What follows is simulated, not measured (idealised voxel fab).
process module | voxel gate over fins
cross-section cut | 270 nm wide | cells 5 nm
A cross-section is a grid of square cells, given in bands from the top down. A band is one or more rows of cells.
Each band's line starts with the height of the band's top and of its bottom, in nm. Then come its materials from left to right, each with its width in nm. One material with "throughout" fills the band from edge to edge. "air" is empty space.
Height 0 is the level under which the wafer as received is all one material. The lowest band goes on downwards, as in "0 down".
A width such as "30 to 40" changes by the same amount from each row of cells to the next, from the band's top row to its bottom row.
"no change" after a step means that no cell of the cross-section changed.
closed voids: empty space of 8 cells or more with no open way to the top, each as width x height at its distance from the left edge, in nm
after a step's settings: what the simulator itself notes on the step
overlay nm, on a step with a mask: how far to the right of its planned place the mask lay; to the left if negative
plan
1 op RECEIVE | material Si
2 op CONFORMAL_DEP | material SiN | thk nm 10
3 op PATTERN | tone cover | mask id FINS | material resist | width nm 15 | pitch nm 40 | thk nm 20 | overlay nm 0
4 op DIRECTIONAL_ETCH | etch materials SiN | depth nm 10
5 op DIRECTIONAL_ETCH | etch materials Si | depth nm 35
6 op STRIP | etch materials resist
7 op FILL_DEP | material SiO2 | thk nm 15
8 op CMP | height nm 10
9 op SELECTIVE_ETCH | etch materials SiO2 | depth nm 20
10 op STRIP | etch materials SiN
11 op CONFORMAL_DEP | material HfO2 | thk nm 5
12 op CONFORMAL_DEP | material TiN | thk nm 5
13 op CONFORMAL_DEP | material TiAl | thk nm 5
14 op CONFORMAL_DEP | material TiN | thk nm 5
15 op FILL_DEP | material W | thk nm 10
16 op CMP | height nm 25
17 op CONFORMAL_DEP | material SiCN | thk nm 10
as received, after step 1
  0 down: Si throughout
  closed voids: none
a wafer at the end: this start, this plan, one mistake
  35 to 25: SiCN throughout
  25 to 20: W throughout
  20 to 15: W 55 | TiN 135 | W 80
  15 to 10: W 55 | TiN 5 | TiAl 125 | TiN 5 | W 80
  10 to 5: TiN 60 | TiAl 5 | TiN 35 | TiAl 5 | TiN 35 | TiAl 5 | TiN 35 | TiAl 5 | TiN 85
  5 to 0: TiAl 65 | TiN 5 | HfO2 25 | TiN 5 | TiAl 5 | TiN 5 | HfO2 25 | TiN 5 | TiAl 5 | TiN 5 | HfO2 25 | TiN 5 | TiAl 90
  0 to -5: TiN 70 | HfO2 5 | Si 15 | HfO2 5 | TiN 15 | HfO2 5 | Si 15 | HfO2 5 | TiN 15 | HfO2 5 | Si 15 | HfO2 5 | TiN 95
  -5 to -10: HfO2 75 | Si 15 | HfO2 25 | Si 15 | HfO2 25 | Si 15 | HfO2 100
  -10 to -35: SiO2 75 | Si 15 | SiO2 25 | Si 15 | SiO2 25 | Si 15 | SiO2 100
  -35 down: Si throughout
  closed voids: none
what went wrong: step 3 ran as: op PATTERN | tone cover | mask id FINS | material resist | width nm 15 | pitch nm 40 | thk nm 20 | overlay nm -10
